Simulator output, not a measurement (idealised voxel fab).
Process module heading - voxel transistor to metal
For reference, the cross-section in this document is cut, with width 185 nm and square cells of 5 nm.
Format of a cross-section: grid, square cells. Given as bands. Order: top down. Band: one or more rows of cells.
Heads up on the band format: heights come first, top then bottom, in nm. After that it's the materials left to right, each with its width in nm. A single material flagged "throughout" fills the whole band edge to edge, and "blank" means there's empty space there.
Where do heights start? At 0: under that level the wafer as delivered is made of one material only. And the lowest band has no floor; it just carries on downward, as in "0 and below".
Quick explanation for "30 to 40": the width changes in equal steps down the rows of cells, from the first number in the band's top row to the second number in its bottom row.
Reading "nothing was modified" for a step: not a cell of the cross-section changed in it.
Each empty space that has no open way to the top and spans at least 8 cells appears under "Closed void entries" as width x height at distance, the distance counted from the left edge, all in nm.
Read whatever lies past the settings on a step's line as the simulator's own remark about the step.
overlay nm: where the mask lay relative to plan, measured to the right, on steps with a mask; negatives go left.

Planned process steps
step 1: RECEIVE,material Si
step 2: OXIDIZE,depth nm 5
step 3: CONFORMAL_DEP,material SiN,thk nm 10
step 4: PATTERN,tone cover,mask id ACTIVE,material resist,width nm 115,thk nm 15,overlay nm 0
step 5: DIRECTIONAL_ETCH,etch materials SiN,depth nm 10
step 6: DIRECTIONAL_ETCH,etch materials SiO2,depth nm 5
step 7: DIRECTIONAL_ETCH,etch materials Si,depth nm 35
step 8: STRIP,etch materials resist
step 9: OXIDIZE,depth nm 5
step 10: FILL_DEP,material SiO2,thk nm 5
step 11: CMP,height nm 10
step 12: SELECTIVE_ETCH,etch materials SiO2,depth nm 5
step 13: STRIP,etch materials SiN
step 14: SELECTIVE_ETCH,etch materials SiO2,depth nm 5
step 15: OXIDIZE,depth nm 5
step 16: DIRECTIONAL_DEP,material polySi,thk nm 25
step 17: DIRECTIONAL_DEP,material SiCN,thk nm 10
step 18: MASKED_ETCH,tone cover,mask id GATE,width nm 35,etch materials SiCN,depth nm 20,overlay nm 0
step 19: MASKED_ETCH,tone cover,mask id GATE,width nm 35,etch materials polySi,depth nm 35,overlay nm 0
step 20: CONFORMAL_DEP,material SiN,thk nm 10
step 21: DIRECTIONAL_ETCH,etch materials SiN,depth nm 10
step 22: DIRECTIONAL_ETCH,etch materials SiO2,depth nm 5
step 23: DIRECTIONAL_ETCH,etch materials Si,depth nm 10
step 24: EPI,material pSi,thk nm 15
step 25: FILL_DEP,material SiO2,thk nm 5
step 26: CMP,height nm 20
step 27: STRIP,etch materials polySi
step 28: SELECTIVE_ETCH,etch materials SiO2,depth nm 5
step 29: CONFORMAL_DEP,material HfO2,thk nm 5
step 30: CONFORMAL_DEP,material TiN,thk nm 5
step 31: FILL_DEP,material W,thk nm 5
step 32: CMP,height nm 15
step 33: DIRECTIONAL_DEP,material SiO2,thk nm 10
step 34: DIRECTIONAL_DEP,material aC,thk nm 15
step 35: PATTERN,tone open,mask id CONTACT,material resist,width nm 15,pitch nm 90,thk nm 35,overlay nm 0
step 36: DIRECTIONAL_ETCH,etch materials aC,depth nm 15
step 37: STRIP,etch materials resist
step 38: DIRECTIONAL_ETCH,etch materials SiO2,depth nm 30
step 39: STRIP,etch materials aC
step 40: CONFORMAL_DEP,material TiN,thk nm 5
step 41: FILL_DEP,material W,thk nm 10
step 42: CMP,height nm 25
step 43: DIRECTIONAL_DEP,material TiN,thk nm 5
step 44: DIRECTIONAL_DEP,material Ru,thk nm 20
step 45: MASKED_ETCH,tone cover,mask id METAL_1,width nm 15,pitch nm 90,etch materials Ru,depth nm 20,overlay nm 0
step 46: MASKED_ETCH,tone cover,mask id METAL_1,width nm 15,pitch nm 90,etch materials TiN,depth nm 5,overlay nm 0
step 47: CONFORMAL_DEP,material SiN,thk nm 5
step 48: FILL_DEP,material SiO2,thk nm 10
step 49: CMP,height nm 50
step 50: CONFORMAL_DEP,material SiCN,thk nm 5

Delivered wafer in cross-section: state after step 1
- 0 and below  Si throughout
- Closed void entries: none

Starting wafer: above. Plan: above. Run: one mistake. Cross-section after the module: below
- 55 down to 50  SiCN throughout
- 50 down to 30  35 of SiO2, then 5 of SiN, then 15 of Ru, then 5 of SiN, then 65 of SiO2, then 5 of SiN, then 15 of Ru, then 5 of SiN, then 35 of SiO2
- 30 down to 25  40 of SiN, then 15 of TiN, then 75 of SiN, then 15 of TiN, then 40 of SiN
- 25 down to 20  40 of SiO2, then 5 of TiN, then 5 of W, then 5 of TiN, then 75 of SiO2, then 5 of TiN, then 5 of W, then 5 of TiN, then 40 of SiO2
- 20 down to 15  40 of SiO2, then 15 of TiN, then 75 of SiO2, then 15 of TiN, then 40 of SiO2
- 15 down to 10  35 of SiO2, then 30 of pSi, then 10 of SiN, then 5 of HfO2, then 5 of TiN, then 15 of W, then 5 of TiN, then 5 of HfO2, then 10 of SiN, then 30 of pSi, then 35 of SiO2
- 10 down to 0  30 of SiO2, then 35 of pSi, then 10 of SiN, then 5 of HfO2, then 5 of TiN, then 15 of W, then 5 of TiN, then 5 of HfO2, then 10 of SiN, then 35 of pSi, then 30 of SiO2
- 0 down to -5  30 of SiO2, then 10 of SiN, then 25 of pSi, then 10 of SiN, then 5 of HfO2, then 25 of TiN, then 5 of HfO2, then 10 of SiN, then 25 of pSi, then 10 of SiN, then 30 of SiO2
- -5 down to -10  40 of SiO2, then 25 of pSi, then 5 of SiO2, then 45 of HfO2, then 5 of SiO2, then 25 of pSi, then 40 of SiO2
- -10 down to -20  40 of SiO2, then 25 of pSi, then 55 of Si, then 25 of pSi, then 40 of SiO2
- -20 down to -45  40 of SiO2, then 105 of Si, then 40 of SiO2
- -45 and below  Si throughout
- Closed void entries: none
Heads up, the wafer didn't run the way we planned it: plan step 24 was conducted twice
